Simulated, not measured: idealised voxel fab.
The following process module bears the name voxel double patterning.
In the cross-section labelled cut, the width is 190 nm and each square cell is 5 nm.
A cross-section is a grid of square cells, given in bands from the top down. A band is one or more rows of cells.
Band entry format. Leading values: height of top, height of bottom, nm. Remainder: materials in left-to-right order, each with its width in nm. Special words: "throughout" on a single material, which then fills the band edge to edge; "empty", empty space.
Beneath 0, the wafer as received is one material, and that level is where height counting begins. The lowest band goes on downward without a bottom; it is written like "top 0, no bottom".
Per-row width for "30 to 40": begins at first number (top row of band), ends at second number (bottom row), increment between rows held constant.
No cell of the cross-section changed in a step that is given as "identical to before".
Entry "Closed void catalog" = empty spaces >= 8 cells with no open way to the top; each as width x height at distance, distance from left edge, all nm.
Text after the settings on a step's line: the simulator's own remark on that step.
"overlay nm" answers the question of how far to the right of plan the mask lay on a step that has a mask, and when it is negative the answer is to the left.
Steps planned for the process
| 1 | RECEIVE with material Si |
| 2 | CONFORMAL_DEP with material SiO2, thk nm 5 |
| 3 | DIRECTIONAL_DEP with material polySi, thk nm 10 |
| 4 | DIRECTIONAL_DEP with material SiCN, thk nm 5 |
| 5 | DIRECTIONAL_DEP with material aC, thk nm 15 |
| 6 | PATTERN with tone open, mask id FIRST, material resist, width nm 15, pitch nm 50, thk nm 35, overlay nm 0 |
| 7 | DIRECTIONAL_ETCH with etch materials aC, depth nm 15 |
| 8 | STRIP with etch materials resist |
| 9 | DIRECTIONAL_ETCH with etch materials SiCN, depth nm 5 |
| 10 | STRIP with etch materials aC |
| 11 | MASKED_ETCH with tone open, mask id SECOND, width nm 15, pitch nm 50, etch materials SiCN, depth nm 5, overlay nm 0 |
| 12 | DIRECTIONAL_ETCH with etch materials polySi, depth nm 10 |
| 13 | STRIP with etch materials SiCN |
First wafer, two in total, run as planned
Shown in cross-section is the wafer as received, that is, as it stands after step 1
    top 0, no bottom | Si throughout
    Closed void catalog: none
You're looking at a cross-section of the wafer after step 2
    top 5, bottom 0 | SiO2 throughout
    Under the height 0 nothing was changed.
You're looking at a cross-section of the wafer after step 3
    top 15, bottom 5 | polySi throughout
    Under the height 5 nothing was changed.
You're looking at a cross-section of the wafer after step 4
    top 20, bottom 15 | SiCN throughout
    Under the height 15 nothing was changed.
You're looking at a cross-section of the wafer after step 5
    top 35, bottom 20 | aC throughout
    Under the height 20 nothing was changed.
You're looking at a cross-section of the wafer after step 6
    top 70, bottom 35 | resist 35 nm, empty 15 nm, resist 35 nm, empty 15 nm, resist 35 nm, empty 15 nm, resist 40 nm
    Under the height 35 nothing was changed.
You're looking at a cross-section of the wafer after step 7
    top 55, bottom 35 | resist 35 nm, empty 15 nm, resist 35 nm, empty 15 nm, resist 35 nm, empty 15 nm, resist 40 nm
    top 35, bottom 20 | aC 35 nm, empty 15 nm, aC 35 nm, empty 15 nm, aC 35 nm, empty 15 nm, aC 40 nm
    Under the height 20 nothing was changed.
You're looking at a cross-section of the wafer after step 8
    top 35, bottom 20 | aC 35 nm, empty 15 nm, aC 35 nm, empty 15 nm, aC 35 nm, empty 15 nm, aC 40 nm
    Under the height 20 nothing was changed.
You're looking at a cross-section of the wafer after step 9
    top 35, bottom 20 | aC 35 nm, empty 15 nm, aC 35 nm, empty 15 nm, aC 35 nm, empty 15 nm, aC 40 nm
    top 20, bottom 15 | SiCN 35 nm, empty 15 nm, SiCN 35 nm, empty 15 nm, SiCN 35 nm, empty 15 nm, SiCN 40 nm
    Under the height 15 nothing was changed.
You're looking at a cross-section of the wafer after step 10
    top 20, bottom 15 | SiCN 35 nm, empty 15 nm, SiCN 35 nm, empty 15 nm, SiCN 35 nm, empty 15 nm, SiCN 40 nm
    Under the height 15 nothing was changed.
You're looking at a cross-section of the wafer after step 11
    top 20, bottom 15 | SiCN 35 nm, empty 15 nm, SiCN 10 nm, empty 15 nm, SiCN 10 nm, empty 15 nm, SiCN 10 nm, empty 15 nm, SiCN 10 nm, empty 15 nm, SiCN 40 nm
    Under the height 15 nothing was changed.
You're looking at a cross-section of the wafer after step 12
    top 20, bottom 15 | SiCN 35 nm, empty 15 nm, SiCN 10 nm, empty 15 nm, SiCN 10 nm, empty 15 nm, SiCN 10 nm, empty 15 nm, SiCN 10 nm, empty 15 nm, SiCN 40 nm
    top 15, bottom 5 | polySi 35 nm, empty 15 nm, polySi 10 nm, empty 15 nm, polySi 10 nm, empty 15 nm, polySi 10 nm, empty 15 nm, polySi 10 nm, empty 15 nm, polySi 40 nm
    Under the height 5 nothing was changed.
You're looking at a cross-section of the wafer after step 13
    top 15, bottom 5 | polySi 35 nm, empty 15 nm, polySi 10 nm, empty 15 nm, polySi 10 nm, empty 15 nm, polySi 10 nm, empty 15 nm, polySi 10 nm, empty 15 nm, polySi 40 nm
    Under the height 5 nothing was changed.
Second wafer: same start and same plan as the first, one execution error; identical to the first through step 5
Second wafer shown in cross-section at the time step 6 was slated to end
    top 70, bottom 35 | resist 30 nm, empty 25 nm, resist 25 nm, empty 25 nm, resist 25 nm, empty 25 nm, resist 35 nm
    Under the height 35 nothing was changed.
Second wafer shown in cross-section at the time step 7 was slated to end
    top 55, bottom 35 | resist 30 nm, empty 25 nm, resist 25 nm, empty 25 nm, resist 25 nm, empty 25 nm, resist 35 nm
    top 35, bottom 20 | aC 30 nm, empty 25 nm, aC 25 nm, empty 25 nm, aC 25 nm, empty 25 nm, aC 35 nm
    Under the height 20 nothing was changed.
Second wafer shown in cross-section at the time step 8 was slated to end
    top 35, bottom 20 | aC 30 nm, empty 25 nm, aC 25 nm, empty 25 nm, aC 25 nm, empty 25 nm, aC 35 nm
    Under the height 20 nothing was changed.
Second wafer shown in cross-section at the time step 9 was slated to end
    top 35, bottom 20 | aC 30 nm, empty 25 nm, aC 25 nm, empty 25 nm, aC 25 nm, empty 25 nm, aC 35 nm
    top 20, bottom 15 | SiCN 30 nm, empty 25 nm, SiCN 25 nm, empty 25 nm, SiCN 25 nm, empty 25 nm, SiCN 35 nm
    Under the height 15 nothing was changed.
Second wafer shown in cross-section at the time step 10 was slated to end
    top 20, bottom 15 | SiCN 30 nm, empty 25 nm, SiCN 25 nm, empty 25 nm, SiCN 25 nm, empty 25 nm, SiCN 35 nm
    Under the height 15 nothing was changed.
Second wafer shown in cross-section at the time step 11 was slated to end
    top 20, bottom 15 | SiCN 30 nm, empty 25 nm, SiCN 5 nm, empty 15 nm, SiCN 5 nm, empty 25 nm, SiCN 5 nm, empty 15 nm, SiCN 5 nm, empty 25 nm, SiCN 35 nm
    Under the height 15 nothing was changed.
Second wafer shown in cross-section at the time step 12 was slated to end
    top 20, bottom 15 | SiCN 30 nm, empty 25 nm, SiCN 5 nm, empty 15 nm, SiCN 5 nm, empty 25 nm, SiCN 5 nm, empty 15 nm, SiCN 5 nm, empty 25 nm, SiCN 35 nm
    top 15, bottom 5 | polySi 30 nm, empty 25 nm, polySi 5 nm, empty 15 nm, polySi 5 nm, empty 25 nm, polySi 5 nm, empty 15 nm, polySi 5 nm, empty 25 nm, polySi 35 nm
    Under the height 5 nothing was changed.
Second wafer shown in cross-section at the time step 13 was slated to end
    top 15, bottom 5 | polySi 30 nm, empty 25 nm, polySi 5 nm, empty 15 nm, polySi 5 nm, empty 25 nm, polySi 5 nm, empty 15 nm, polySi 5 nm, empty 25 nm, polySi 35 nm
    Under the height 5 nothing was changed.
Run error: step 6 was run on a setting that differed from the plan, and what really ran there is PATTERN with tone open, mask id FIRST, material resist, width nm 25, pitch nm 50, thk nm 35, overlay nm 0
at the end the second wafer has, in cells: 12 fewer of polySi
